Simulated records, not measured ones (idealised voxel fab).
Process module under the name voxel gate over fins
Square cell edge 5 nm, section width 260 nm, ID cut.
A cross-section in this document is a grid of square cells, and it is written down as bands, the top band listed before the ones below it; a band is made up of one or more rows of cells. Top, bottom (nm), then materials left to right with widths (nm); lone material tagged "edge to edge" fills the whole band edge to edge; "empty" = empty space. Height is counted from the level 0, under which the received wafer is composed throughout of one material. The lowest of the bands is not closed at the bottom but continues downward, in the notation "0 -> down". Note: "30..40" means the width goes from the first number (top row of the band) to the second number (bottom row) in equal steps per row of cells. When a step is marked "same as before", none of the cells in the cross-section changed during that step. If an empty space has no open way to the top and is at least 8 cells in size, "Sealed void inventory" lists it, written width x height at distance, where distance is measured from the left edge and every value is in nm. Heads up: the bit after the settings on a step's line is the simulator's remark on that step. Among the settings permitted on a step's line is "overlay nm"; applied to a step with a mask, it specifies the extent to which the mask lay to the right of its planned position, whereas a negative figure signifies a position to the left.

Steps in the process plan:
| 1 | op RECEIVE | material Si |
| 2 | op CONFORMAL_DEP | material SiN | thk nm 5 |
| 3 | op MASKED_ETCH | tone cover | mask id FINS | width nm 15 | pitch nm 35 | etch materials SiN | depth nm 5 | overlay nm 0 |
| 4 | op MASKED_ETCH | tone cover | mask id FINS | width nm 15 | pitch nm 35 | etch materials Si | depth nm 35 | overlay nm 0 |
| 5 | op OXIDIZE | depth nm 5 |
| 6 | op FILL_DEP | material SiO2 | thk nm 15 |
| 7 | op CMP | height nm 5 |
| 8 | op SELECTIVE_ETCH | etch materials SiO2 | depth nm 20 |
| 9 | op STRIP | etch materials SiN |
| 10 | op CONFORMAL_DEP | material HfO2 | thk nm 5 |
| 11 | op CONFORMAL_DEP | material TiN | thk nm 5 |
| 12 | op CONFORMAL_DEP | material TiAl | thk nm 5 |
| 13 | op CONFORMAL_DEP | material TiN | thk nm 5 |
| 14 | op FILL_DEP | material W | thk nm 15 |
| 15 | op CMP | height nm 30 |
| 16 | op CONFORMAL_DEP | material SiN | thk nm 10 |

The first of two wafers, run as planned:

As-received wafer cross-section (after step 1):
    0 -> down = Si edge to edge
    Sealed void inventory: none

Cross-section: wafer state after step 2:
    5 -> 0 = SiN edge to edge
    Beneath the level 0, the cross-section is identical to its previous state.

Cross-section: wafer state after step 3:
    5 -> 0 = empty (105), then SiN (15), then empty (20), then SiN (15), then empty (105)
    Beneath the level 0, the cross-section is identical to its previous state.

Cross-section: wafer state after step 4:
    5 -> 0 = empty (105), then SiN (15), then empty (20), then SiN (15), then empty (105)
    0 -> -35 = empty (105), then Si (15), then empty (20), then Si (15), then empty (105)
    Beneath the level -35, the cross-section is identical to its previous state.

Cross-section: wafer state after step 5:
    5 -> 0 = empty (105), then SiN (15), then empty (20), then SiN (15), then empty (105)
    0 -> -35 = empty (105), then SiO2 (5), then Si (5), then SiO2 (5), then empty (20), then SiO2 (5), then Si (5), then SiO2 (5), then empty (105)
    -35 -> -40 = SiO2 (110), then Si (5), then SiO2 (30), then Si (5), then SiO2 (110)
    Beneath the level -40, the cross-section is identical to its previous state.

Cross-section: wafer state after step 6:
    20 -> 5 = SiO2 edge to edge
    5 -> 0 = SiO2 (105), then SiN (15), then SiO2 (20), then SiN (15), then SiO2 (105)
    0 -> -40 = SiO2 (110), then Si (5), then SiO2 (30), then Si (5), then SiO2 (110)
    Beneath the level -40, the cross-section is identical to its previous state.

Cross-section: wafer state after step 7:
    5 -> 0 = SiO2 (105), then SiN (15), then SiO2 (20), then SiN (15), then SiO2 (105)
    Beneath the level 0, the cross-section is identical to its previous state.

Cross-section: wafer state after step 8:
    5 -> 0 = empty (105), then SiN (15), then empty (20), then SiN (15), then empty (105)
    0 -> -15 = empty (110), then Si (5), then empty (30), then Si (5), then empty (110)
    Beneath the level -15, the cross-section is identical to its previous state.

Cross-section: wafer state after step 9:
    0 -> -15 = empty (110), then Si (5), then empty (30), then Si (5), then empty (110)
    Beneath the level -15, the cross-section is identical to its previous state.

Cross-section: wafer state after step 10:
    5 -> 0 = empty (105), then HfO2 (15), then empty (20), then HfO2 (15), then empty (105)
    0 -> -10 = empty (105), then HfO2 (5), then Si (5), then HfO2 (5), then empty (20), then HfO2 (5), then Si (5), then HfO2 (5), then empty (105)
    -10 -> -15 = HfO2 (110), then Si (5), then HfO2 (30), then Si (5), then HfO2 (110)
    Beneath the level -15, the cross-section is identical to its previous state.

Cross-section: wafer state after step 11:
    10 -> 5 = empty (100), then TiN (25), then empty (10), then TiN (25), then empty (100)
    5 -> 0 = empty (100), then TiN (5), then HfO2 (15), then TiN (5), then empty (10), then TiN (5), then HfO2 (15), then TiN (5), then empty (100)
    0 -> -5 = empty (100), then TiN (5), then HfO2 (5), then Si (5), then HfO2 (5), then TiN (5), then empty (10), then TiN (5), then HfO2 (5), then Si (5), then HfO2 (5), then TiN (5), then empty (100)
    -5 -> -10 = TiN (105), then HfO2 (5), then Si (5), then HfO2 (5), then TiN (20), then HfO2 (5), then Si (5), then HfO2 (5), then TiN (105)
    Beneath the level -10, the cross-section is identical to its previous state.

Cross-section: wafer state after step 12:
    15 -> 10 = empty (95), then TiAl (70), then empty (95)
    10 -> 5 = empty (95), then TiAl (5), then TiN (25), then TiAl (10), then TiN (25), then TiAl (5), then empty (95)
    5 -> 0 = empty (95), then TiAl (5), then TiN (5), then HfO2 (15), then TiN (5), then TiAl (10), then TiN (5), then HfO2 (15), then TiN (5), then TiAl (5), then empty (95)
    0 -> -5 = TiAl (100), then TiN (5), then HfO2 (5), then Si (5), then HfO2 (5), then TiN (5), then TiAl (10), then TiN (5), then HfO2 (5), then Si (5), then HfO2 (5), then TiN (5), then TiAl (100)
    Beneath the level -5, the cross-section is identical to its previous state.

Cross-section: wafer state after step 13:
    20 -> 15 = empty (90), then TiN (80), then empty (90)
    15 -> 10 = empty (90), then TiN (5), then TiAl (70), then TiN (5), then empty (90)
    10 -> 5 = empty (90), then TiN (5), then TiAl (5), then TiN (25), then TiAl (10), then TiN (25), then TiAl (5), then TiN (5), then empty (90)
    5 -> 0 = TiN (95), then TiAl (5), then TiN (5), then HfO2 (15), then TiN (5), then TiAl (10), then TiN (5), then HfO2 (15), then TiN (5), then TiAl (5), then TiN (95)
    Beneath the level 0, the cross-section is identical to its previous state.

Cross-section: wafer state after step 14:
    35 -> 20 = W edge to edge
    20 -> 15 = W (90), then TiN (80), then W (90)
    15 -> 10 = W (90), then TiN (5), then TiAl (70), then TiN (5), then W (90)
    10 -> 5 = W (90), then TiN (5), then TiAl (5), then TiN (25), then TiAl (10), then TiN (25), then TiAl (5), then TiN (5), then W (90)
    Beneath the level 5, the cross-section is identical to its previous state.

Cross-section: wafer state after step 15:
    30 -> 20 = W edge to edge
    Beneath the level 20, the cross-section is identical to its previous state.

Cross-section: wafer state after step 16:
    40 -> 30 = SiN edge to edge
    Beneath the level 30, the cross-section is identical to its previous state.

What follows concerns the second wafer, which started out like the first and was meant to follow the very same plan; one mistake crept in when it was run, but everything up to and including step 10 is the same as for the first wafer:

When step 11 should have ended:
    10 -> 5 = empty (100), then W (25), then empty (10), then W (25), then empty (100)
    5 -> 0 = empty (100), then W (5), then HfO2 (15), then W (5), then empty (10), then W (5), then HfO2 (15), then W (5), then empty (100)
    0 -> -5 = empty (100), then W (5), then HfO2 (5), then Si (5), then HfO2 (5), then W (5), then empty (10), then W (5), then HfO2 (5), then Si (5), then HfO2 (5), then W (5), then empty (100)
    -5 -> -10 = W (105), then HfO2 (5), then Si (5), then HfO2 (5), then W (20), then HfO2 (5), then Si (5), then HfO2 (5), then W (105)
    Beneath the level -10, the cross-section is identical to its previous state.

When step 12 should have ended:
    15 -> 10 = empty (95), then TiAl (70), then empty (95)
    10 -> 5 = empty (95), then TiAl (5), then W (25), then TiAl (10), then W (25), then TiAl (5), then empty (95)
    5 -> 0 = empty (95), then TiAl (5), then W (5), then HfO2 (15), then W (5), then TiAl (10), then W (5), then HfO2 (15), then W (5), then TiAl (5), then empty (95)
    0 -> -5 = TiAl (100), then W (5), then HfO2 (5), then Si (5), then HfO2 (5), then W (5), then TiAl (10), then W (5), then HfO2 (5), then Si (5), then HfO2 (5), then W (5), then TiAl (100)
    Beneath the level -5, the cross-section is identical to its previous state.

When step 13 should have ended:
    20 -> 15 = empty (90), then TiN (80), then empty (90)
    15 -> 10 = empty (90), then TiN (5), then TiAl (70), then TiN (5), then empty (90)
    10 -> 5 = empty (90), then TiN (5), then TiAl (5), then W (25), then TiAl (10), then W (25), then TiAl (5), then TiN (5), then empty (90)
    5 -> 0 = TiN (95), then TiAl (5), then W (5), then HfO2 (15), then W (5), then TiAl (10), then W (5), then HfO2 (15), then W (5), then TiAl (5), then TiN (95)
    Beneath the level 0, the cross-section is identical to its previous state.

When step 14 should have ended:
    35 -> 20 = W edge to edge
    20 -> 15 = W (90), then TiN (80), then W (90)
    15 -> 10 = W (90), then TiN (5), then TiAl (70), then TiN (5), then W (90)
    10 -> 5 = W (90), then TiN (5), then TiAl (5), then W (25), then TiAl (10), then W (25), then TiAl (5), then TiN (5), then W (90)
    Beneath the level 5, the cross-section is identical to its previous state.

When step 15 should have ended:
    30 -> 20 = W edge to edge
    Beneath the level 20, the cross-section is identical to its previous state.

When step 16 should have ended:
    40 -> 30 = SiN edge to edge
    Beneath the level 30, the cross-section is identical to its previous state.
The mistake made against the process plan was this: step 11 went in with a setting other than planned; the actual run was op CONFORMAL_DEP | material W | thk nm 5
The final cell counts differ between the wafers, with the second having more or fewer of some materials than the first: TiN: 64 fewer; W: 64 more
